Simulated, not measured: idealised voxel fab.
process module | voxel capacitor over wiring
cross-section cut | 210 nm wide | cells 5 nm
A cross-section is a grid of square cells, given in bands from the top down. A band is one or more rows of cells.
Each band's line starts with the height of the band's top and of its bottom, in nm. Then come its materials from left to right, each with its width in nm. One material with "throughout" fills the band from edge to edge. "air" is empty space.
Height 0 is the level under which the wafer as received is all one material. The lowest band goes on downwards, as in "0 down".
A width such as "30 to 40" changes by the same amount from each row of cells to the next, from the band's top row to its bottom row.
"no change" after a step means that no cell of the cross-section changed.
closed voids: empty space of 8 cells or more with no open way to the top, each as width x height at its distance from the left edge, in nm
after a step's settings: what the simulator itself notes on the step
overlay nm, on a step with a mask: how far to the right of its planned place the mask lay; to the left if negative
plan
1 op RECEIVE | material Si
2 op CONFORMAL_DEP | material SiO2 | thk nm 10
3 op CONFORMAL_DEP | material SiCN | thk nm 5
4 op DIRECTIONAL_DEP | material SiO2 | thk nm 25
5 op PATTERN | tone open | mask id METAL_1 | material resist | width nm 25 | pitch nm 80 | thk nm 20 | overlay nm 0
6 op DIRECTIONAL_ETCH | etch materials SiO2 | depth nm 25
7 op DIRECTIONAL_ETCH | etch materials SiCN | depth nm 5
8 op STRIP | etch materials resist
9 op CONFORMAL_DEP | material TiN | thk nm 5
10 op FILL_DEP | material Ru | thk nm 10
11 op CMP | height nm 40
12 op CONFORMAL_DEP | material SiCN | thk nm 5
13 op DIRECTIONAL_DEP | material lowk | thk nm 15
14 op PATTERN | tone open | mask id PLUG_1 | material resist | width nm 15 | thk nm 15 | overlay nm 0
15 op DIRECTIONAL_ETCH | etch materials lowk | depth nm 15
16 op DIRECTIONAL_ETCH | etch materials SiCN | depth nm 5
17 op STRIP | etch materials resist
18 op EPI | material Ru | thk nm 10
19 op EPI | material Ru | thk nm 10
20 op DIRECTIONAL_DEP | material TiN | thk nm 10
21 op DIRECTIONAL_DEP | material Al2O3 | thk nm 5
22 op DIRECTIONAL_DEP | material TiN | thk nm 10
23 op DIRECTIONAL_DEP | material aC | thk nm 10
24 op PATTERN | tone cover | mask id UPPER_PLATE | material resist | width nm 60 | thk nm 25 | overlay nm 0
25 op DIRECTIONAL_ETCH | etch materials aC | depth nm 10
26 op STRIP | etch materials resist
27 op DIRECTIONAL_ETCH | etch materials TiN | depth nm 10
28 op DIRECTIONAL_ETCH | etch materials Al2O3 | depth nm 5
29 op STRIP | etch materials aC
30 op DIRECTIONAL_DEP | material aC | thk nm 15
31 op PATTERN | tone cover | mask id LOWER_PLATE | material resist | width nm 70 | thk nm 30 | overlay nm 0
32 op DIRECTIONAL_ETCH | etch materials aC | depth nm 15
33 op STRIP | etch materials resist
34 op DIRECTIONAL_ETCH | etch materials TiN | depth nm 10
35 op STRIP | etch materials aC
36 op FILL_DEP | material SiO2 | thk nm 15
37 op CMP | height nm 95
38 op DIRECTIONAL_DEP | material aC | thk nm 10
39 op PATTERN | tone open | mask id PLUG_2 | material resist | width nm 15 | thk nm 25 | overlay nm 0
40 op DIRECTIONAL_ETCH | etch materials aC | depth nm 10
41 op STRIP | etch materials resist
42 op DIRECTIONAL_ETCH | etch materials SiO2 | depth nm 10
43 op STRIP | etch materials aC
44 op CONFORMAL_DEP | material TiN | thk nm 5
45 op FILL_DEP | material Cu | thk nm 5
46 op CMP | height nm 95
47 op CONFORMAL_DEP | material SiN | thk nm 5
first wafer, as planned
as received, after step 1
  0 down: Si throughout
  closed voids: none
after step 2
  10 to 0: SiO2 throughout
  below 0: unchanged
after step 3
  15 to 10: SiCN throughout
  below 10: unchanged
after step 4
  40 to 15: SiO2 throughout
  below 15: unchanged
after step 5
  60 to 40: resist 50 | air 25 | resist 55 | air 25 | resist 55
  below 40: unchanged
after step 6
  60 to 40: resist 50 | air 25 | resist 55 | air 25 | resist 55
  40 to 15: SiO2 50 | air 25 | SiO2 55 | air 25 | SiO2 55
  below 15: unchanged
after step 7
  60 to 40: resist 50 | air 25 | resist 55 | air 25 | resist 55
  40 to 15: SiO2 50 | air 25 | SiO2 55 | air 25 | SiO2 55
  15 to 10: SiCN 50 | air 25 | SiCN 55 | air 25 | SiCN 55
  below 10: unchanged
after step 8
  40 to 15: SiO2 50 | air 25 | SiO2 55 | air 25 | SiO2 55
  below 15: unchanged
after step 9
  45 to 40: TiN 55 | air 15 | TiN 65 | air 15 | TiN 60
  40 to 15: SiO2 50 | TiN 5 | air 15 | TiN 5 | SiO2 55 | TiN 5 | air 15 | TiN 5 | SiO2 55
  15 to 10: SiCN 50 | TiN 25 | SiCN 55 | TiN 25 | SiCN 55
  below 10: unchanged
after step 10
  55 to 45: Ru throughout
  45 to 40: TiN 55 | Ru 15 | TiN 65 | Ru 15 | TiN 60
  40 to 15: SiO2 50 | TiN 5 | Ru 15 | TiN 5 | SiO2 55 | TiN 5 | Ru 15 | TiN 5 | SiO2 55
  below 15: unchanged
after step 11
  40 to 15: SiO2 50 | TiN 5 | Ru 15 | TiN 5 | SiO2 55 | TiN 5 | Ru 15 | TiN 5 | SiO2 55
  below 15: unchanged
after step 12
  45 to 40: SiCN throughout
  below 40: unchanged
after step 13
  60 to 45: lowk throughout
  below 45: unchanged
after step 14
  75 to 60: resist 60 | air 15 | resist 135
  below 60: unchanged
after step 15
  75 to 60: resist 60 | air 15 | resist 135
  60 to 45: lowk 60 | air 15 | lowk 135
  below 45: unchanged
after step 16
  75 to 60: resist 60 | air 15 | resist 135
  60 to 45: lowk 60 | air 15 | lowk 135
  45 to 40: SiCN 60 | air 15 | SiCN 135
  below 40: unchanged
after step 17
  60 to 45: lowk 60 | air 15 | lowk 135
  below 45: unchanged
after step 18
  60 to 50: lowk 60 | air 15 | lowk 135
  50 to 45: lowk 60 | Ru 15 | lowk 135
  45 to 40: SiCN 60 | Ru 15 | SiCN 135
  below 40: unchanged
after step 19
  60 to 45: lowk 60 | Ru 15 | lowk 135
  below 45: unchanged
after step 20
  70 to 60: TiN throughout
  below 60: unchanged
after step 21
  75 to 70: Al2O3 throughout
  below 70: unchanged
after step 22
  85 to 75: TiN throughout
  below 75: unchanged
after step 23
  95 to 85: aC throughout
  below 85: unchanged
after step 24
  120 to 95: air 60 | resist 60 | air 90
  below 95: unchanged
after step 25
  110 to 95: air 60 | resist 60 | air 90
  95 to 85: air 60 | aC 60 | air 90
  below 85: unchanged
after step 26
  95 to 85: air 60 | aC 60 | air 90
  below 85: unchanged
after step 27
  95 to 85: air 60 | aC 60 | air 90
  85 to 75: air 60 | TiN 60 | air 90
  below 75: unchanged
after step 28
  95 to 85: air 60 | aC 60 | air 90
  85 to 75: air 60 | TiN 60 | air 90
  75 to 70: air 60 | Al2O3 60 | air 90
  below 70: unchanged
after step 29
  85 to 75: air 60 | TiN 60 | air 90
  below 75: unchanged
after step 30
  100 to 85: air 60 | aC 60 | air 90
  85 to 75: aC 60 | TiN 60 | aC 90
  75 to 70: aC 60 | Al2O3 60 | aC 90
  below 70: unchanged
after step 31
  130 to 100: air 55 | resist 70 | air 85
  100 to 85: air 55 | resist 5 | aC 60 | resist 5 | air 85
  below 85: unchanged
after step 32
  115 to 100: air 55 | resist 70 | air 85
  100 to 85: air 55 | resist 5 | aC 60 | resist 5 | air 85
  85 to 75: air 55 | aC 5 | TiN 60 | aC 5 | air 85
  75 to 70: air 55 | aC 5 | Al2O3 60 | aC 5 | air 85
  below 70: unchanged
after step 33
  100 to 85: air 60 | aC 60 | air 90
  below 85: unchanged
after step 34
  100 to 85: air 60 | aC 60 | air 90
  85 to 75: air 55 | aC 5 | TiN 60 | aC 5 | air 85
  75 to 70: air 55 | aC 5 | Al2O3 60 | aC 5 | air 85
  70 to 60: air 55 | TiN 70 | air 85
  below 60: unchanged
after step 35
  85 to 75: air 60 | TiN 60 | air 90
  75 to 70: air 60 | Al2O3 60 | air 90
  below 70: unchanged
after step 36
  100 to 85: SiO2 throughout
  85 to 75: SiO2 60 | TiN 60 | SiO2 90
  75 to 70: SiO2 60 | Al2O3 60 | SiO2 90
  70 to 60: SiO2 55 | TiN 70 | SiO2 85
  below 60: unchanged
after step 37
  95 to 85: SiO2 throughout
  below 85: unchanged
after step 38
  105 to 95: aC throughout
  below 95: unchanged
after step 39
  130 to 105: resist 70 | air 15 | resist 125
  below 105: unchanged
after step 40
  120 to 105: resist 70 | air 15 | resist 125
  105 to 95: aC 70 | air 15 | aC 125
  below 95: unchanged
after step 41
  105 to 95: aC 70 | air 15 | aC 125
  below 95: unchanged
after step 42
  105 to 95: aC 70 | air 15 | aC 125
  95 to 85: SiO2 70 | air 15 | SiO2 125
  below 85: unchanged
after step 43
  95 to 85: SiO2 70 | air 15 | SiO2 125
  below 85: unchanged
after step 44
  100 to 95: TiN 75 | air 5 | TiN 130
  95 to 90: SiO2 70 | TiN 5 | air 5 | TiN 5 | SiO2 125
  90 to 85: SiO2 70 | TiN 15 | SiO2 125
  below 85: unchanged
after step 45
  105 to 100: Cu throughout
  100 to 95: TiN 75 | Cu 5 | TiN 130
  95 to 90: SiO2 70 | TiN 5 | Cu 5 | TiN 5 | SiO2 125
  below 90: unchanged
after step 46
  95 to 90: SiO2 70 | TiN 5 | Cu 5 | TiN 5 | SiO2 125
  below 90: unchanged
after step 47
  100 to 95: SiN throughout
  below 95: unchanged
second wafer: like start, like plan, one mistake. Through step 2 it matches the first wafer
when step 3 should have ended: no change
when step 4 should have ended
  35 to 0: SiO2 throughout
  below 0: unchanged
when step 5 should have ended
  55 to 35: resist 50 | air 25 | resist 55 | air 25 | resist 55
  below 35: unchanged
when step 6 should have ended
  55 to 35: resist 50 | air 25 | resist 55 | air 25 | resist 55
  35 to 10: SiO2 50 | air 25 | SiO2 55 | air 25 | SiO2 55
  below 10: unchanged
when step 7 should have ended: no change
when step 8 should have ended
  35 to 10: SiO2 50 | air 25 | SiO2 55 | air 25 | SiO2 55
  below 10: unchanged
when step 9 should have ended
  40 to 35: TiN 55 | air 15 | TiN 65 | air 15 | TiN 60
  35 to 15: SiO2 50 | TiN 5 | air 15 | TiN 5 | SiO2 55 | TiN 5 | air 15 | TiN 5 | SiO2 55
  15 to 10: SiO2 50 | TiN 25 | SiO2 55 | TiN 25 | SiO2 55
  below 10: unchanged
when step 10 should have ended
  50 to 40: Ru throughout
  40 to 35: TiN 55 | Ru 15 | TiN 65 | Ru 15 | TiN 60
  35 to 15: SiO2 50 | TiN 5 | Ru 15 | TiN 5 | SiO2 55 | TiN 5 | Ru 15 | TiN 5 | SiO2 55
  below 15: unchanged
when step 11 should have ended
  40 to 35: TiN 55 | Ru 15 | TiN 65 | Ru 15 | TiN 60
  below 35: unchanged
when step 12 should have ended
  45 to 40: SiCN throughout
  below 40: unchanged
when step 13 should have ended
  60 to 45: lowk throughout
  below 45: unchanged
when step 14 should have ended
  75 to 60: resist 60 | air 15 | resist 135
  below 60: unchanged
when step 15 should have ended
  75 to 60: resist 60 | air 15 | resist 135
  60 to 45: lowk 60 | air 15 | lowk 135
  below 45: unchanged
when step 16 should have ended
  75 to 60: resist 60 | air 15 | resist 135
  60 to 45: lowk 60 | air 15 | lowk 135
  45 to 40: SiCN 60 | air 15 | SiCN 135
  below 40: unchanged
when step 17 should have ended
  60 to 45: lowk 60 | air 15 | lowk 135
  below 45: unchanged
when step 18 should have ended
  60 to 50: lowk 60 | air 15 | lowk 135
  50 to 45: lowk 60 | Ru 15 | lowk 135
  45 to 40: SiCN 60 | Ru 15 | SiCN 135
  below 40: unchanged
when step 19 should have ended
  60 to 45: lowk 60 | Ru 15 | lowk 135
  below 45: unchanged
when step 20 should have ended
  70 to 60: TiN throughout
  below 60: unchanged
when step 21 should have ended
  75 to 70: Al2O3 throughout
  below 70: unchanged
when step 22 should have ended
  85 to 75: TiN throughout
  below 75: unchanged
when step 23 should have ended
  95 to 85: aC throughout
  below 85: unchanged
when step 24 should have ended
  120 to 95: air 60 | resist 60 | air 90
  below 95: unchanged
when step 25 should have ended
  110 to 95: air 60 | resist 60 | air 90
  95 to 85: air 60 | aC 60 | air 90
  below 85: unchanged
when step 26 should have ended
  95 to 85: air 60 | aC 60 | air 90
  below 85: unchanged
when step 27 should have ended
  95 to 85: air 60 | aC 60 | air 90
  85 to 75: air 60 | TiN 60 | air 90
  below 75: unchanged
when step 28 should have ended
  95 to 85: air 60 | aC 60 | air 90
  85 to 75: air 60 | TiN 60 | air 90
  75 to 70: air 60 | Al2O3 60 | air 90
  below 70: unchanged
when step 29 should have ended
  85 to 75: air 60 | TiN 60 | air 90
  below 75: unchanged
when step 30 should have ended
  100 to 85: air 60 | aC 60 | air 90
  85 to 75: aC 60 | TiN 60 | aC 90
  75 to 70: aC 60 | Al2O3 60 | aC 90
  below 70: unchanged
when step 31 should have ended
  130 to 100: air 55 | resist 70 | air 85
  100 to 85: air 55 | resist 5 | aC 60 | resist 5 | air 85
  below 85: unchanged
when step 32 should have ended
  115 to 100: air 55 | resist 70 | air 85
  100 to 85: air 55 | resist 5 | aC 60 | resist 5 | air 85
  85 to 75: air 55 | aC 5 | TiN 60 | aC 5 | air 85
  75 to 70: air 55 | aC 5 | Al2O3 60 | aC 5 | air 85
  below 70: unchanged
when step 33 should have ended
  100 to 85: air 60 | aC 60 | air 90
  below 85: unchanged
when step 34 should have ended
  100 to 85: air 60 | aC 60 | air 90
  85 to 75: air 55 | aC 5 | TiN 60 | aC 5 | air 85
  75 to 70: air 55 | aC 5 | Al2O3 60 | aC 5 | air 85
  70 to 60: air 55 | TiN 70 | air 85
  below 60: unchanged
when step 35 should have ended
  85 to 75: air 60 | TiN 60 | air 90
  75 to 70: air 60 | Al2O3 60 | air 90
  below 70: unchanged
when step 36 should have ended
  100 to 85: SiO2 throughout
  85 to 75: SiO2 60 | TiN 60 | SiO2 90
  75 to 70: SiO2 60 | Al2O3 60 | SiO2 90
  70 to 60: SiO2 55 | TiN 70 | SiO2 85
  below 60: unchanged
when step 37 should have ended
  95 to 85: SiO2 throughout
  below 85: unchanged
when step 38 should have ended
  105 to 95: aC throughout
  below 95: unchanged
when step 39 should have ended
  130 to 105: resist 70 | air 15 | resist 125
  below 105: unchanged
when step 40 should have ended
  120 to 105: resist 70 | air 15 | resist 125
  105 to 95: aC 70 | air 15 | aC 125
  below 95: unchanged
when step 41 should have ended
  105 to 95: aC 70 | air 15 | aC 125
  below 95: unchanged
when step 42 should have ended
  105 to 95: aC 70 | air 15 | aC 125
  95 to 85: SiO2 70 | air 15 | SiO2 125
  below 85: unchanged
when step 43 should have ended
  95 to 85: SiO2 70 | air 15 | SiO2 125
  below 85: unchanged
when step 44 should have ended
  100 to 95: TiN 75 | air 5 | TiN 130
  95 to 90: SiO2 70 | TiN 5 | air 5 | TiN 5 | SiO2 125
  90 to 85: SiO2 70 | TiN 15 | SiO2 125
  below 85: unchanged
when step 45 should have ended
  105 to 100: Cu throughout
  100 to 95: TiN 75 | Cu 5 | TiN 130
  95 to 90: SiO2 70 | TiN 5 | Cu 5 | TiN 5 | SiO2 125
  below 90: unchanged
when step 46 should have ended
  95 to 90: SiO2 70 | TiN 5 | Cu 5 | TiN 5 | SiO2 125
  below 90: unchanged
when step 47 should have ended
  100 to 95: SiN throughout
  below 95: unchanged
what went wrong: step 3 was left out
at the end the second wafer has, in cells: 32 fewer of SiCN | 32 more of TiN
